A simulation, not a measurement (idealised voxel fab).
process module | voxel transistor to metal
cross-section cut | 150 nm wide | cells 5 nm
A cross-section is a grid of square cells, given in bands from the top down. A band is one or more rows of cells.
Each band's line starts with the height of the band's top and of its bottom, in nm. Then come its materials from left to right, each with its width in nm. One material with "throughout" fills the band from edge to edge. "air" is empty space.
Height 0 is the level under which the wafer as received is all one material. The lowest band goes on downwards, as in "0 down".
A width such as "30 to 40" changes by the same amount from each row of cells to the next, from the band's top row to its bottom row.
"no change" after a step means that no cell of the cross-section changed.
closed voids: empty space of 8 cells or more with no open way to the top, each as width x height at its distance from the left edge, in nm
after a step's settings: what the simulator itself notes on the step
overlay nm, on a step with a mask: how far to the right of its planned place the mask lay; to the left if negative
plan
1 op RECEIVE | material Si
2 op OXIDIZE | depth nm 5
3 op CONFORMAL_DEP | material SiN | thk nm 15
4 op DIRECTIONAL_DEP | material aC | thk nm 15
5 op PATTERN | tone cover | mask id ACTIVE | material resist | width nm 95 | thk nm 30 | overlay nm 0
6 op DIRECTIONAL_ETCH | etch materials aC | depth nm 15
7 op STRIP | etch materials resist
8 op DIRECTIONAL_ETCH | etch materials SiN | depth nm 15
9 op DIRECTIONAL_ETCH | etch materials SiO2 | depth nm 5
10 op DIRECTIONAL_ETCH | etch materials Si | depth nm 35
11 op STRIP | etch materials aC
12 op OXIDIZE | depth nm 5
13 op FILL_DEP | material SiO2 | thk nm 5
14 op CMP | height nm 15
15 op SELECTIVE_ETCH | etch materials SiO2 | depth nm 5
16 op STRIP | etch materials SiN
17 op SELECTIVE_ETCH | etch materials SiO2 | depth nm 5
18 op OXIDIZE | depth nm 5
19 op DIRECTIONAL_DEP | material polySi | thk nm 25
20 op DIRECTIONAL_DEP | material SiCN | thk nm 15
21 op DIRECTIONAL_DEP | material aC | thk nm 10
22 op PATTERN | tone cover | mask id GATE | material resist | width nm 15 | thk nm 30 | overlay nm 0
23 op DIRECTIONAL_ETCH | etch materials aC | depth nm 10
24 op STRIP | etch materials resist
25 op DIRECTIONAL_ETCH | etch materials SiCN | depth nm 25
26 op DIRECTIONAL_ETCH | etch materials polySi | depth nm 35
27 op STRIP | etch materials aC
28 op CONFORMAL_DEP | material SiO2 | thk nm 5
29 op DIRECTIONAL_ETCH | etch materials SiO2 | depth nm 5
30 op CONFORMAL_DEP | material SiN | thk nm 10
31 op DIRECTIONAL_ETCH | etch materials SiN | depth nm 10
32 op DIRECTIONAL_ETCH | etch materials SiO2 | depth nm 5
33 op EPI | material SiGe | thk nm 5
34 op FILL_DEP | material SiO2 | thk nm 10
35 op CMP | height nm 35
36 op DIRECTIONAL_DEP | material SiO2 | thk nm 15
37 op MASKED_ETCH | tone open | mask id CONTACT | width nm 30 | pitch nm 55 | etch materials SiO2 | depth nm 55 | overlay nm 0
38 op CONFORMAL_DEP | material TiN | thk nm 5
39 op FILL_DEP | material W | thk nm 5
40 op CMP | height nm 50
41 op CONFORMAL_DEP | material SiN | thk nm 5
42 op DIRECTIONAL_DEP | material lowk | thk nm 15
43 op MASKED_ETCH | tone open | mask id METAL_1 | width nm 15 | pitch nm 70 | etch materials lowk | depth nm 15 | overlay nm 0
44 op MASKED_ETCH | tone open | mask id METAL_1 | width nm 15 | pitch nm 70 | etch materials SiN | depth nm 5 | overlay nm 0
45 op CONFORMAL_DEP | material TiN | thk nm 5
46 op FILL_DEP | material Cu | thk nm 5
47 op CMP | height nm 70
48 op CONFORMAL_DEP | material SiCN | thk nm 5
varied across the wafers: thk nm of step 45. The plan shows the first wafer's value. All wafers start alike
first wafer as received, after step 1
  0 down: Si throughout
  closed voids: none
each wafer at the end: cells of each material gained (+) or lost (-) since it was received, then its closed voids
thk nm 5 | +6 Cu | -151 Si | +39 SiCN | +6 SiGe | +64 SiN | +285 SiO2 | +70 TiN | +44 W | +72 lowk | +15 polySi | closed voids: none
thk nm 10 | -151 Si | +39 SiCN | +6 SiGe | +64 SiN | +285 SiO2 | +76 TiN | +44 W | +72 lowk | +15 polySi | closed voids: none
thk nm 15 | -151 Si | +39 SiCN | +6 SiGe | +64 SiN | +285 SiO2 | +76 TiN | +44 W | +72 lowk | +15 polySi | closed voids: none
thk nm 20 | -151 Si | +39 SiCN | +6 SiGe | +64 SiN | +285 SiO2 | +76 TiN | +44 W | +72 lowk | +15 polySi | closed voids: none
